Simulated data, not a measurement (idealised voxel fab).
Process module under the name voxel capacitor over wiring
Cross-sectional view cut (width: 240 nm; square cell size: 5 nm).
Bands, listed from the top down, are how a cross-section gets written in this document; the cross-section itself is a grid of square cells, and a band is one or more rows of them.
For a band, the entry starts with two heights in nm, that of the top and then that of the bottom, and carries on with the band's materials in order from left to right, each alongside its width in nm; the word "full width" beside a single material means it fills the band edge to edge, and "empty" means empty space.
Basically, 0 is our baseline, since under it the wafer straight out of the box is all one material. The bottom band has no lower end and keeps on going down, so it looks like "0 -> down".
You'd read "30->40" like this: the band's top row of cells is as wide as the first number, its bottom row is as wide as the second, and going down, every row changes width by the same amount as the row before did.
Given "nothing got changed" for a step, no cell of the cross-section differs between before and after that step.
The label "Enclosed internal voids" introduces a list of the empty spaces, 8 cells or larger, that have no open way up to the top; each entry in it reads width x height at distance, where the distance is taken from the left edge and all three are stated in nm.
after a step's settings: what the simulator itself notes on the step
overlay nm, on a step with a mask: how far to the right of its planned place the mask lay; to the left if negative
List of planned process steps:
- 1: RECEIVE,material Si
- 2: CONFORMAL_DEP,material SiO2,thk nm 15
- 3: DIRECTIONAL_DEP,material TiN,thk nm 5
- 4: DIRECTIONAL_DEP,material Ru,thk nm 15
- 5: DIRECTIONAL_DEP,material aC,thk nm 10
- 6: PATTERN,tone cover,mask id METAL_1,material resist,width nm 25,pitch nm 75,thk nm 25,overlay nm 0
- 7: DIRECTIONAL_ETCH,etch materials aC,depth nm 10
- 8: STRIP,etch materials resist
- 9: DIRECTIONAL_ETCH,etch materials Ru,depth nm 15
- 10: DIRECTIONAL_ETCH,etch materials TiN,depth nm 5
- 11: STRIP,etch materials aC
- 12: FILL_DEP,material SiO2,thk nm 10
- 13: CMP,height nm 35
- 14: CONFORMAL_DEP,material SiCN,thk nm 5
- 15: DIRECTIONAL_DEP,material SiO2,thk nm 20
- 16: MASKED_ETCH,tone open,mask id PLUG_1,width nm 15,etch materials SiO2,depth nm 20,overlay nm 0
- 17: MASKED_ETCH,tone open,mask id PLUG_1,width nm 15,etch materials SiCN,depth nm 5,overlay nm 0
- 18: EPI,material Ru,thk nm 10
- 19: EPI,material Ru,thk nm 10
- 20: EPI,material Ru,thk nm 5
- 21: DIRECTIONAL_DEP,material TiN,thk nm 10
- 22: DIRECTIONAL_DEP,material SiN,thk nm 5
- 23: DIRECTIONAL_DEP,material TiN,thk nm 10
- 24: DIRECTIONAL_DEP,material aC,thk nm 15
- 25: PATTERN,tone cover,mask id UPPER_PLATE,material resist,width nm 55,thk nm 30,overlay nm 0
- 26: DIRECTIONAL_ETCH,etch materials aC,depth nm 15
- 27: STRIP,etch materials resist
- 28: DIRECTIONAL_ETCH,etch materials TiN,depth nm 10
- 29: DIRECTIONAL_ETCH,etch materials SiN,depth nm 5
- 30: STRIP,etch materials aC
- 31: DIRECTIONAL_DEP,material aC,thk nm 15
- 32: PATTERN,tone cover,mask id LOWER_PLATE,material resist,width nm 65,thk nm 30,overlay nm 0
- 33: DIRECTIONAL_ETCH,etch materials aC,depth nm 15
- 34: STRIP,etch materials resist
- 35: DIRECTIONAL_ETCH,etch materials TiN,depth nm 10
- 36: STRIP,etch materials aC
- 37: FILL_DEP,material SiO2,thk nm 15
- 38: CMP,height nm 95
- 39: DIRECTIONAL_DEP,material aC,thk nm 10
- 40: PATTERN,tone open,mask id PLUG_2,material resist,width nm 15,thk nm 30,overlay nm 0
- 41: DIRECTIONAL_ETCH,etch materials aC,depth nm 10
- 42: STRIP,etch materials resist
- 43: DIRECTIONAL_ETCH,etch materials SiO2,depth nm 10
- 44: STRIP,etch materials aC
- 45: CONFORMAL_DEP,material TiN,thk nm 5
- 46: FILL_DEP,material Cu,thk nm 5
- 47: CMP,height nm 95
- 48: CONFORMAL_DEP,material SiN,thk nm 5
First of two wafers, processed according to plan:
Cross-section of the wafer as it came to us, i.e., already through step 1:
> 0 -> down  Si full width
> Enclosed internal voids: none
Cross-sectional representation of the wafer at the conclusion of step 2:
> 15 -> 0  SiO2 full width
> No changes below 0.
Cross-sectional representation of the wafer at the conclusion of step 3:
> 20 -> 15  TiN full width
> No changes below 15.
Cross-sectional representation of the wafer at the conclusion of step 4:
> 35 -> 20  Ru full width
> No changes below 20.
Cross-sectional representation of the wafer at the conclusion of step 5:
> 45 -> 35  aC full width
> No changes below 35.
Cross-sectional representation of the wafer at the conclusion of step 6:
> 70 -> 45  70 nm empty, 25 nm resist, 50 nm empty, 25 nm resist, 70 nm empty
> No changes below 45.
Cross-sectional representation of the wafer at the conclusion of step 7:
> 60 -> 45  70 nm empty, 25 nm resist, 50 nm empty, 25 nm resist, 70 nm empty
> 45 -> 35  70 nm empty, 25 nm aC, 50 nm empty, 25 nm aC, 70 nm empty
> No changes below 35.
Cross-sectional representation of the wafer at the conclusion of step 8:
> 45 -> 35  70 nm empty, 25 nm aC, 50 nm empty, 25 nm aC, 70 nm empty
> No changes below 35.
Cross-sectional representation of the wafer at the conclusion of step 9:
> 45 -> 35  70 nm empty, 25 nm aC, 50 nm empty, 25 nm aC, 70 nm empty
> 35 -> 20  70 nm empty, 25 nm Ru, 50 nm empty, 25 nm Ru, 70 nm empty
> No changes below 20.
Cross-sectional representation of the wafer at the conclusion of step 10:
> 45 -> 35  70 nm empty, 25 nm aC, 50 nm empty, 25 nm aC, 70 nm empty
> 35 -> 20  70 nm empty, 25 nm Ru, 50 nm empty, 25 nm Ru, 70 nm empty
> 20 -> 15  70 nm empty, 25 nm TiN, 50 nm empty, 25 nm TiN, 70 nm empty
> No changes below 15.
Cross-sectional representation of the wafer at the conclusion of step 11:
> 35 -> 20  70 nm empty, 25 nm Ru, 50 nm empty, 25 nm Ru, 70 nm empty
> No changes below 20.
Cross-sectional representation of the wafer at the conclusion of step 12:
> 45 -> 35  SiO2 full width
> 35 -> 20  70 nm SiO2, 25 nm Ru, 50 nm SiO2, 25 nm Ru, 70 nm SiO2
> 20 -> 15  70 nm SiO2, 25 nm TiN, 50 nm SiO2, 25 nm TiN, 70 nm SiO2
> No changes below 15.
Cross-sectional representation of the wafer at the conclusion of step 13:
> 35 -> 20  70 nm SiO2, 25 nm Ru, 50 nm SiO2, 25 nm Ru, 70 nm SiO2
> No changes below 20.
Cross-sectional representation of the wafer at the conclusion of step 14:
> 40 -> 35  SiCN full width
> No changes below 35.
Cross-sectional representation of the wafer at the conclusion of step 15:
> 60 -> 40  SiO2 full width
> No changes below 40.
Cross-sectional representation of the wafer at the conclusion of step 16:
> 60 -> 40  80 nm SiO2, 15 nm empty, 145 nm SiO2
> No changes below 40.
Cross-sectional representation of the wafer at the conclusion of step 17:
> 60 -> 40  80 nm SiO2, 15 nm empty, 145 nm SiO2
> 40 -> 35  80 nm SiCN, 15 nm empty, 145 nm SiCN
> No changes below 35.
Cross-sectional representation of the wafer at the conclusion of step 18:
> 60 -> 45  80 nm SiO2, 15 nm empty, 145 nm SiO2
> 45 -> 40  80 nm SiO2, 15 nm Ru, 145 nm SiO2
> 40 -> 35  80 nm SiCN, 15 nm Ru, 145 nm SiCN
> No changes below 35.
Cross-sectional representation of the wafer at the conclusion of step 19:
> 60 -> 55  80 nm SiO2, 15 nm empty, 145 nm SiO2
> 55 -> 40  80 nm SiO2, 15 nm Ru, 145 nm SiO2
> No changes below 40.
Cross-sectional representation of the wafer at the conclusion of step 20:
> 60 -> 40  80 nm SiO2, 15 nm Ru, 145 nm SiO2
> No changes below 40.
Cross-sectional representation of the wafer at the conclusion of step 21:
> 70 -> 60  TiN full width
> No changes below 60.
Cross-sectional representation of the wafer at the conclusion of step 22:
> 75 -> 70  SiN full width
> No changes below 70.
Cross-sectional representation of the wafer at the conclusion of step 23:
> 85 -> 75  TiN full width
> No changes below 75.
Cross-sectional representation of the wafer at the conclusion of step 24:
> 100 -> 85  aC full width
> No changes below 85.
Cross-sectional representation of the wafer at the conclusion of step 25:
> 130 -> 100  80 nm empty, 55 nm resist, 105 nm empty
> No changes below 100.
Cross-sectional representation of the wafer at the conclusion of step 26:
> 115 -> 100  80 nm empty, 55 nm resist, 105 nm empty
> 100 -> 85  80 nm empty, 55 nm aC, 105 nm empty
> No changes below 85.
Cross-sectional representation of the wafer at the conclusion of step 27:
> 100 -> 85  80 nm empty, 55 nm aC, 105 nm empty
> No changes below 85.
Cross-sectional representation of the wafer at the conclusion of step 28:
> 100 -> 85  80 nm empty, 55 nm aC, 105 nm empty
> 85 -> 75  80 nm empty, 55 nm TiN, 105 nm empty
> No changes below 75.
Cross-sectional representation of the wafer at the conclusion of step 29:
> 100 -> 85  80 nm empty, 55 nm aC, 105 nm empty
> 85 -> 75  80 nm empty, 55 nm TiN, 105 nm empty
> 75 -> 70  80 nm empty, 55 nm SiN, 105 nm empty
> No changes below 70.
Cross-sectional representation of the wafer at the conclusion of step 30:
> 85 -> 75  80 nm empty, 55 nm TiN, 105 nm empty
> No changes below 75.
Cross-sectional representation of the wafer at the conclusion of step 31:
> 100 -> 85  80 nm empty, 55 nm aC, 105 nm empty
> 85 -> 75  80 nm aC, 55 nm TiN, 105 nm aC
> 75 -> 70  80 nm aC, 55 nm SiN, 105 nm aC
> No changes below 70.
Cross-sectional representation of the wafer at the conclusion of step 32:
> 130 -> 100  75 nm empty, 65 nm resist, 100 nm empty
> 100 -> 85  75 nm empty, 5 nm resist, 55 nm aC, 5 nm resist, 100 nm empty
> No changes below 85.
Cross-sectional representation of the wafer at the conclusion of step 33:
> 115 -> 100  75 nm empty, 65 nm resist, 100 nm empty
> 100 -> 85  75 nm empty, 5 nm resist, 55 nm aC, 5 nm resist, 100 nm empty
> 85 -> 75  75 nm empty, 5 nm aC, 55 nm TiN, 5 nm aC, 100 nm empty
> 75 -> 70  75 nm empty, 5 nm aC, 55 nm SiN, 5 nm aC, 100 nm empty
> No changes below 70.
Cross-sectional representation of the wafer at the conclusion of step 34:
> 100 -> 85  80 nm empty, 55 nm aC, 105 nm empty
> No changes below 85.
Cross-sectional representation of the wafer at the conclusion of step 35:
> 100 -> 85  80 nm empty, 55 nm aC, 105 nm empty
> 85 -> 75  75 nm empty, 5 nm aC, 55 nm TiN, 5 nm aC, 100 nm empty
> 75 -> 70  75 nm empty, 5 nm aC, 55 nm SiN, 5 nm aC, 100 nm empty
> 70 -> 60  75 nm empty, 65 nm TiN, 100 nm empty
> No changes below 60.
Cross-sectional representation of the wafer at the conclusion of step 36:
> 85 -> 75  80 nm empty, 55 nm TiN, 105 nm empty
> 75 -> 70  80 nm empty, 55 nm SiN, 105 nm empty
> No changes below 70.
Cross-sectional representation of the wafer at the conclusion of step 37:
> 100 -> 85  SiO2 full width
> 85 -> 75  80 nm SiO2, 55 nm TiN, 105 nm SiO2
> 75 -> 70  80 nm SiO2, 55 nm SiN, 105 nm SiO2
> 70 -> 60  75 nm SiO2, 65 nm TiN, 100 nm SiO2
> No changes below 60.
Cross-sectional representation of the wafer at the conclusion of step 38:
> 95 -> 85  SiO2 full width
> No changes below 85.
Cross-sectional representation of the wafer at the conclusion of step 39:
> 105 -> 95  aC full width
> No changes below 95.
Cross-sectional representation of the wafer at the conclusion of step 40:
> 135 -> 105  90 nm resist, 15 nm empty, 135 nm resist
> No changes below 105.
Cross-sectional representation of the wafer at the conclusion of step 41:
> 125 -> 105  90 nm resist, 15 nm empty, 135 nm resist
> 105 -> 95  90 nm aC, 15 nm empty, 135 nm aC
> No changes below 95.
Cross-sectional representation of the wafer at the conclusion of step 42:
> 105 -> 95  90 nm aC, 15 nm empty, 135 nm aC
> No changes below 95.
Cross-sectional representation of the wafer at the conclusion of step 43:
> 105 -> 95  90 nm aC, 15 nm empty, 135 nm aC
> 95 -> 85  90 nm SiO2, 15 nm empty, 135 nm SiO2
> No changes below 85.
Cross-sectional representation of the wafer at the conclusion of step 44:
> 95 -> 85  90 nm SiO2, 15 nm empty, 135 nm SiO2
> No changes below 85.
Cross-sectional representation of the wafer at the conclusion of step 45:
> 100 -> 95  95 nm TiN, 5 nm empty, 140 nm TiN
> 95 -> 90  90 nm SiO2, 5 nm TiN, 5 nm empty, 5 nm TiN, 135 nm SiO2
> 90 -> 85  90 nm SiO2, 15 nm TiN, 135 nm SiO2
> No changes below 85.
Cross-sectional representation of the wafer at the conclusion of step 46:
> 105 -> 100  Cu full width
> 100 -> 95  95 nm TiN, 5 nm Cu, 140 nm TiN
> 95 -> 90  90 nm SiO2, 5 nm TiN, 5 nm Cu, 5 nm TiN, 135 nm SiO2
> No changes below 90.
Cross-sectional representation of the wafer at the conclusion of step 47:
> 95 -> 90  90 nm SiO2, 5 nm TiN, 5 nm Cu, 5 nm TiN, 135 nm SiO2
> No changes below 90.
Cross-sectional representation of the wafer at the conclusion of step 48:
> 100 -> 95  SiN full width
> No changes below 95.
Wafer two of the pair: same origin, same plan, one error during the run; identical to wafer one up to and including step 5:
What the second wafer looks like in cross-section when step 6 should have wrapped up:
> 70 -> 45  70 nm empty, 30 nm resist, 45 nm empty, 30 nm resist, 65 nm empty
> No changes below 45.
What the second wafer looks like in cross-section when step 7 should have wrapped up:
> 60 -> 45  70 nm empty, 30 nm resist, 45 nm empty, 30 nm resist, 65 nm empty
> 45 -> 35  70 nm empty, 30 nm aC, 45 nm empty, 30 nm aC, 65 nm empty
> No changes below 35.
What the second wafer looks like in cross-section when step 8 should have wrapped up:
> 45 -> 35  70 nm empty, 30 nm aC, 45 nm empty, 30 nm aC, 65 nm empty
> No changes below 35.
What the second wafer looks like in cross-section when step 9 should have wrapped up:
> 45 -> 35  70 nm empty, 30 nm aC, 45 nm empty, 30 nm aC, 65 nm empty
> 35 -> 20  70 nm empty, 30 nm Ru, 45 nm empty, 30 nm Ru, 65 nm empty
> No changes below 20.
What the second wafer looks like in cross-section when step 10 should have wrapped up:
> 45 -> 35  70 nm empty, 30 nm aC, 45 nm empty, 30 nm aC, 65 nm empty
> 35 -> 20  70 nm empty, 30 nm Ru, 45 nm empty, 30 nm Ru, 65 nm empty
> 20 -> 15  70 nm empty, 30 nm TiN, 45 nm empty, 30 nm TiN, 65 nm empty
> No changes below 15.
What the second wafer looks like in cross-section when step 11 should have wrapped up:
> 35 -> 20  70 nm empty, 30 nm Ru, 45 nm empty, 30 nm Ru, 65 nm empty
> No changes below 20.
What the second wafer looks like in cross-section when step 12 should have wrapped up:
> 45 -> 35  SiO2 full width
> 35 -> 20  70 nm SiO2, 30 nm Ru, 45 nm SiO2, 30 nm Ru, 65 nm SiO2
> 20 -> 15  70 nm SiO2, 30 nm TiN, 45 nm SiO2, 30 nm TiN, 65 nm SiO2
> No changes below 15.
What the second wafer looks like in cross-section when step 13 should have wrapped up:
> 35 -> 20  70 nm SiO2, 30 nm Ru, 45 nm SiO2, 30 nm Ru, 65 nm SiO2
> No changes below 20.
What the second wafer looks like in cross-section when step 14 should have wrapped up:
> 40 -> 35  SiCN full width
> No changes below 35.
What the second wafer looks like in cross-section when step 15 should have wrapped up:
> 60 -> 40  SiO2 full width
> No changes below 40.
What the second wafer looks like in cross-section when step 16 should have wrapped up:
> 60 -> 40  80 nm SiO2, 15 nm empty, 145 nm SiO2
> No changes below 40.
What the second wafer looks like in cross-section when step 17 should have wrapped up:
> 60 -> 40  80 nm SiO2, 15 nm empty, 145 nm SiO2
> 40 -> 35  80 nm SiCN, 15 nm empty, 145 nm SiCN
> No changes below 35.
What the second wafer looks like in cross-section when step 18 should have wrapped up:
> 60 -> 45  80 nm SiO2, 15 nm empty, 145 nm SiO2
> 45 -> 40  80 nm SiO2, 15 nm Ru, 145 nm SiO2
> 40 -> 35  80 nm SiCN, 15 nm Ru, 145 nm SiCN
> No changes below 35.
What the second wafer looks like in cross-section when step 19 should have wrapped up:
> 60 -> 55  80 nm SiO2, 15 nm empty, 145 nm SiO2
> 55 -> 40  80 nm SiO2, 15 nm Ru, 145 nm SiO2
> No changes below 40.
What the second wafer looks like in cross-section when step 20 should have wrapped up:
> 60 -> 40  80 nm SiO2, 15 nm Ru, 145 nm SiO2
> No changes below 40.
What the second wafer looks like in cross-section when step 21 should have wrapped up:
> 70 -> 60  TiN full width
> No changes below 60.
What the second wafer looks like in cross-section when step 22 should have wrapped up:
> 75 -> 70  SiN full width
> No changes below 70.
What the second wafer looks like in cross-section when step 23 should have wrapped up:
> 85 -> 75  TiN full width
> No changes below 75.
What the second wafer looks like in cross-section when step 24 should have wrapped up:
> 100 -> 85  aC full width
> No changes below 85.
What the second wafer looks like in cross-section when step 25 should have wrapped up:
> 130 -> 100  80 nm empty, 55 nm resist, 105 nm empty
> No changes below 100.
What the second wafer looks like in cross-section when step 26 should have wrapped up:
> 115 -> 100  80 nm empty, 55 nm resist, 105 nm empty
> 100 -> 85  80 nm empty, 55 nm aC, 105 nm empty
> No changes below 85.
What the second wafer looks like in cross-section when step 27 should have wrapped up:
> 100 -> 85  80 nm empty, 55 nm aC, 105 nm empty
> No changes below 85.
What the second wafer looks like in cross-section when step 28 should have wrapped up:
> 100 -> 85  80 nm empty, 55 nm aC, 105 nm empty
> 85 -> 75  80 nm empty, 55 nm TiN, 105 nm empty
> No changes below 75.
What the second wafer looks like in cross-section when step 29 should have wrapped up:
> 100 -> 85  80 nm empty, 55 nm aC, 105 nm empty
> 85 -> 75  80 nm empty, 55 nm TiN, 105 nm empty
> 75 -> 70  80 nm empty, 55 nm SiN, 105 nm empty
> No changes below 70.
What the second wafer looks like in cross-section when step 30 should have wrapped up:
> 85 -> 75  80 nm empty, 55 nm TiN, 105 nm empty
> No changes below 75.
What the second wafer looks like in cross-section when step 31 should have wrapped up:
> 100 -> 85  80 nm empty, 55 nm aC, 105 nm empty
> 85 -> 75  80 nm aC, 55 nm TiN, 105 nm aC
> 75 -> 70  80 nm aC, 55 nm SiN, 105 nm aC
> No changes below 70.
What the second wafer looks like in cross-section when step 32 should have wrapped up:
> 130 -> 100  75 nm empty, 65 nm resist, 100 nm empty
> 100 -> 85  75 nm empty, 5 nm resist, 55 nm aC, 5 nm resist, 100 nm empty
> No changes below 85.
What the second wafer looks like in cross-section when step 33 should have wrapped up:
> 115 -> 100  75 nm empty, 65 nm resist, 100 nm empty
> 100 -> 85  75 nm empty, 5 nm resist, 55 nm aC, 5 nm resist, 100 nm empty
> 85 -> 75  75 nm empty, 5 nm aC, 55 nm TiN, 5 nm aC, 100 nm empty
> 75 -> 70  75 nm empty, 5 nm aC, 55 nm SiN, 5 nm aC, 100 nm empty
> No changes below 70.
What the second wafer looks like in cross-section when step 34 should have wrapped up:
> 100 -> 85  80 nm empty, 55 nm aC, 105 nm empty
> No changes below 85.
What the second wafer looks like in cross-section when step 35 should have wrapped up:
> 100 -> 85  80 nm empty, 55 nm aC, 105 nm empty
> 85 -> 75  75 nm empty, 5 nm aC, 55 nm TiN, 5 nm aC, 100 nm empty
> 75 -> 70  75 nm empty, 5 nm aC, 55 nm SiN, 5 nm aC, 100 nm empty
> 70 -> 60  75 nm empty, 65 nm TiN, 100 nm empty
> No changes below 60.
What the second wafer looks like in cross-section when step 36 should have wrapped up:
> 85 -> 75  80 nm empty, 55 nm TiN, 105 nm empty
> 75 -> 70  80 nm empty, 55 nm SiN, 105 nm empty
> No changes below 70.
What the second wafer looks like in cross-section when step 37 should have wrapped up:
> 100 -> 85  SiO2 full width
> 85 -> 75  80 nm SiO2, 55 nm TiN, 105 nm SiO2
> 75 -> 70  80 nm SiO2, 55 nm SiN, 105 nm SiO2
> 70 -> 60  75 nm SiO2, 65 nm TiN, 100 nm SiO2
> No changes below 60.
What the second wafer looks like in cross-section when step 38 should have wrapped up:
> 95 -> 85  SiO2 full width
> No changes below 85.
What the second wafer looks like in cross-section when step 39 should have wrapped up:
> 105 -> 95  aC full width
> No changes below 95.
What the second wafer looks like in cross-section when step 40 should have wrapped up:
> 135 -> 105  90 nm resist, 15 nm empty, 135 nm resist
> No changes below 105.
What the second wafer looks like in cross-section when step 41 should have wrapped up:
> 125 -> 105  90 nm resist, 15 nm empty, 135 nm resist
> 105 -> 95  90 nm aC, 15 nm empty, 135 nm aC
> No changes below 95.
What the second wafer looks like in cross-section when step 42 should have wrapped up:
> 105 -> 95  90 nm aC, 15 nm empty, 135 nm aC
> No changes below 95.
What the second wafer looks like in cross-section when step 43 should have wrapped up:
> 105 -> 95  90 nm aC, 15 nm empty, 135 nm aC
> 95 -> 85  90 nm SiO2, 15 nm empty, 135 nm SiO2
> No changes below 85.
What the second wafer looks like in cross-section when step 44 should have wrapped up:
> 95 -> 85  90 nm SiO2, 15 nm empty, 135 nm SiO2
> No changes below 85.
What the second wafer looks like in cross-section when step 45 should have wrapped up:
> 100 -> 95  95 nm TiN, 5 nm empty, 140 nm TiN
> 95 -> 90  90 nm SiO2, 5 nm TiN, 5 nm empty, 5 nm TiN, 135 nm SiO2
> 90 -> 85  90 nm SiO2, 15 nm TiN, 135 nm SiO2
> No changes below 85.
What the second wafer looks like in cross-section when step 46 should have wrapped up:
> 105 -> 100  Cu full width
> 100 -> 95  95 nm TiN, 5 nm Cu, 140 nm TiN
> 95 -> 90  90 nm SiO2, 5 nm TiN, 5 nm Cu, 5 nm TiN, 135 nm SiO2
> No changes below 90.
What the second wafer looks like in cross-section when step 47 should have wrapped up:
> 95 -> 90  90 nm SiO2, 5 nm TiN, 5 nm Cu, 5 nm TiN, 135 nm SiO2
> No changes below 90.
What the second wafer looks like in cross-section when step 48 should have wrapped up:
> 100 -> 95  SiN full width
> No changes below 95.
Deviation from plan: in deviation from the planned setting, step 6 was conducted as PATTERN,tone cover,mask id METAL_1,material resist,width nm 30,pitch nm 75,thk nm 25,overlay nm 0
Final difference in cells, second wafer against first, listed per material as more or fewer: Ru +6; SiO2 -8; TiN +2
